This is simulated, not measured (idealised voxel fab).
Process module heading - voxel spacer lines
Xsec cut, 275 nm wide, square cell size 5 nm.
Format of a cross-section: grid, square cells. Given as bands. Order: top down. Band: one or more rows of cells. Per band: top height and bottom height in nm, followed by the left-to-right materials and their widths in nm; "full width" marks a single material spanning edge to edge, "blank" marks empty space. The reference from which all heights are counted is 0, the level beneath which the as-received wafer is entirely one material; the lowest band, having no lower bound, proceeds downward and is written after the example "0 nm and below". Think of "30..40" as a width that walks from the first number to the second as you go down the band, top row to bottom row, taking equal-sized steps from row to row. Key: "no modification" - step with no changed cell in the cross-section. "Encapsulated voids" enumerates empty spaces isolated from the top, with no open way to it, that contain at least 8 cells, giving each as width x height at distance from the left edge, all three in nm. If you see something after the settings on a step's line, that's the simulator's own remark about that step. overlay nm: for a step with a mask, the amount by which the mask lay right of where it was planned; a negative amount means left of it.

STEPS IN THE PROCESS PLAN
- 1: RECEIVE,material Si
- 2: CONFORMAL_DEP,material SiO2,thk nm 5
- 3: DIRECTIONAL_DEP,material TiN,thk nm 20
- 4: DIRECTIONAL_DEP,material polySi,thk nm 30
- 5: PATTERN,tone cover,mask id MANDREL,material resist,width nm 15,pitch nm 60,thk nm 40,overlay nm 0
- 6: DIRECTIONAL_ETCH,etch materials polySi,depth nm 30
- 7: STRIP,etch materials resist
- 8: CONFORMAL_DEP,material SiN,thk nm 15
- 9: DIRECTIONAL_ETCH,etch materials SiN,depth nm 15
- 10: STRIP,etch materials polySi
- 11: DIRECTIONAL_ETCH,etch materials TiN,depth nm 20
- 12: STRIP,etch materials SiN
Wafer-to-wafer difference: width nm, step 5. Common start. Plan = first wafer's value.

AS RECEIVED, I.E. AFTER STEP 1: CROSS-SECTION THROUGH THE FIRST OF SEVERAL WAFERS
- 0 nm and below  Si full width
- Encapsulated voids: none

CROSS-SECTION OF THE FIRST OF SEVERAL WAFERS ONCE THE MODULE HAS RUN THROUGH ITS LAST STEP, STEP 12
- 25 nm to 5 nm  55 nm blank, 15 nm TiN, 15 nm blank, 15 nm TiN, 15 nm blank, 15 nm TiN, 15 nm blank, 15 nm TiN, 15 nm blank, 15 nm TiN, 15 nm blank, 15 nm TiN, 55 nm blank
- 5 nm to 0 nm  SiO2 full width
- 0 nm and below  Si full width
- Encapsulated voids: none

CROSS-SECTION AT MODULE COMPLETION, LAST WAFER
- 25 nm to 5 nm  50 nm blank, 15 nm TiN, 30 nm blank, 30 nm TiN, 30 nm blank, 30 nm TiN, 30 nm blank, 15 nm TiN, 45 nm blank
- 5 nm to 0 nm  SiO2 full width
- 0 nm and below  Si full width
- Encapsulated voids: none

BELOW IS A PER-WAFER TABLE. IN IT, EACH ROW DESCRIBES THE WAFER AT THE END OF THE MODULE BY GIVING, FOR EACH MATERIAL, THE NUMBER OF CELLS GAINED (+) OR LOST (-) SINCE THE WAFER WAS RECEIVED, AND AFTER THAT THE CLOSED VOIDS OF THE WAFER
width nm 15 | +55 SiO2 | +72 TiN | Encapsulated voids: none
width nm 20 | +55 SiO2 | +72 TiN | Encapsulated voids: none
width nm 25 | +55 SiO2 | +72 TiN | Encapsulated voids: none
width nm 30 | +55 SiO2 | +72 TiN | Encapsulated voids: none
